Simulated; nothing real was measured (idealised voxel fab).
Presented below is a process module, voxel self aligned vias.
180 nm wide, 5 nm square cells: that's cross-section cut.
This document writes a cross-section as a grid whose cells are square, and gives it as bands, listed from the top down; one or more rows of cells form a band. Top height, bottom height, nm. Materials left to right, width each, nm. Single material + "everywhere" = fills band edge to edge. "empty" = empty. Counting heights begins at 0, where everything beneath is, in the wafer as received, one material. The lowest band has no bottom; it goes on downwards, as "0 down" shows. So if you see something like "30..40" for the width, read it as the top row of the band sitting at the first number and the bottom row at the second, with every row in between moving by the same amount as the last. "left unchanged" means the step left every cell of the cross-section as it was. The label "Enclosed internal voids" introduces a list of the empty spaces, 8 cells or larger, that have no open way up to the top; each entry in it reads width x height at distance, where the distance is taken from the left edge and all three are stated in nm. Read whatever lies past the settings on a step's line as the simulator's own remark about the step. Steps that use a mask can have "overlay nm" on their line. It says how far the mask sat to the right of where it was meant to be. Negative means to the left.
PLANNED STEP LIST FOR THE PROCESS
1. RECEIVE, material Si
2. CONFORMAL_DEP, material SiO2, thk nm 15
3. CONFORMAL_DEP, material SiCN, thk nm 5
4. DIRECTIONAL_DEP, material lowk, thk nm 25
5. DIRECTIONAL_DEP, material aC, thk nm 10
6. PATTERN, tone open, mask id LINES, material resist, width nm 20, pitch nm 55, thk nm 25, overlay nm 0
7. DIRECTIONAL_ETCH, etch materials aC, depth nm 10
8. STRIP, etch materials resist
9. DIRECTIONAL_ETCH, etch materials lowk, depth nm 25
10. STRIP, etch materials aC
11. CONFORMAL_DEP, material TiN, thk nm 5
12. FILL_DEP, material Ru, thk nm 5
13. CMP, height nm 45
14. SELECTIVE_ETCH, etch materials W Ru TiN, depth nm 5
15. FILL_DEP, material SiN, thk nm 10
16. CMP, height nm 45
17. DIRECTIONAL_DEP, material lowk, thk nm 15
18. PATTERN, tone open, mask id VIAS, material resist, width nm 40, pitch nm 55, thk nm 15, overlay nm 0
19. DIRECTIONAL_ETCH, etch materials lowk, depth nm 15
20. DIRECTIONAL_ETCH, etch materials SiN, depth nm 5
21. STRIP, etch materials resist
22. CONFORMAL_DEP, material TiN, thk nm 5
23. FILL_DEP, material W, thk nm 10
24. CMP, height nm 60
25. CONFORMAL_DEP, material SiN, thk nm 5
SHOWN IN CROSS-SECTION IS THE WAFER AS RECEIVED, THAT IS, AS IT STANDS AFTER STEP 1
0 down: Si everywhere
Enclosed internal voids: none
FIRST WAFER AT THE END, AS PLANNED
65 to 60: SiN everywhere
60 to 50: lowk 15 nm; TiN 5 nm; W 30 nm; TiN 5 nm; lowk 15 nm; TiN 5 nm; W 30 nm; TiN 5 nm; lowk 15 nm; TiN 5 nm; W 30 nm; TiN 5 nm; lowk 15 nm
50 to 45: lowk 15 nm; TiN 15 nm; W 10 nm; TiN 15 nm; lowk 15 nm; TiN 15 nm; W 10 nm; TiN 15 nm; lowk 15 nm; TiN 15 nm; W 10 nm; TiN 15 nm; lowk 15 nm
45 to 40: lowk 25 nm; TiN 20 nm; lowk 35 nm; TiN 20 nm; lowk 35 nm; TiN 20 nm; lowk 25 nm
40 to 25: lowk 25 nm; TiN 5 nm; Ru 10 nm; TiN 5 nm; lowk 35 nm; TiN 5 nm; Ru 10 nm; TiN 5 nm; lowk 35 nm; TiN 5 nm; Ru 10 nm; TiN 5 nm; lowk 25 nm
25 to 20: lowk 25 nm; TiN 20 nm; lowk 35 nm; TiN 20 nm; lowk 35 nm; TiN 20 nm; lowk 25 nm
20 to 15: SiCN everywhere
15 to 0: SiO2 everywhere
0 down: Si everywhere
Enclosed internal voids: none
CROSS-SECTION, SECOND WAFER: SAME START AS THE FIRST, SAME PLAN AS THE FIRST, ONE MISTAKE IN RUNNING IT; TAKEN AT THE END OF THE MODULE
65 to 60: SiN everywhere
60 to 45: lowk 15 nm; TiN 5 nm; W 30 nm; TiN 5 nm; lowk 15 nm; TiN 5 nm; W 30 nm; TiN 5 nm; lowk 15 nm; TiN 5 nm; W 30 nm; TiN 5 nm; lowk 15 nm
45 to 40: SiN 15 nm; TiN 40 nm; SiN 15 nm; TiN 40 nm; SiN 15 nm; TiN 40 nm; SiN 15 nm
40 to 20: lowk 25 nm; TiN 5 nm; Ru 10 nm; TiN 5 nm; lowk 35 nm; TiN 5 nm; Ru 10 nm; TiN 5 nm; lowk 35 nm; TiN 5 nm; Ru 10 nm; TiN 5 nm; lowk 25 nm
20 to 15: lowk 25 nm; TiN 20 nm; lowk 35 nm; TiN 20 nm; lowk 35 nm; TiN 20 nm; lowk 25 nm
15 to 0: SiO2 everywhere
0 down: Si everywhere
Enclosed internal voids: none
Here's what went sideways: step 3 of the plan: omitted, not performed
at the end the second wafer has, in cells: Ru: 6 more, SiCN: 36 fewer, SiN: 12 more, TiN: 6 more, W: 12 more
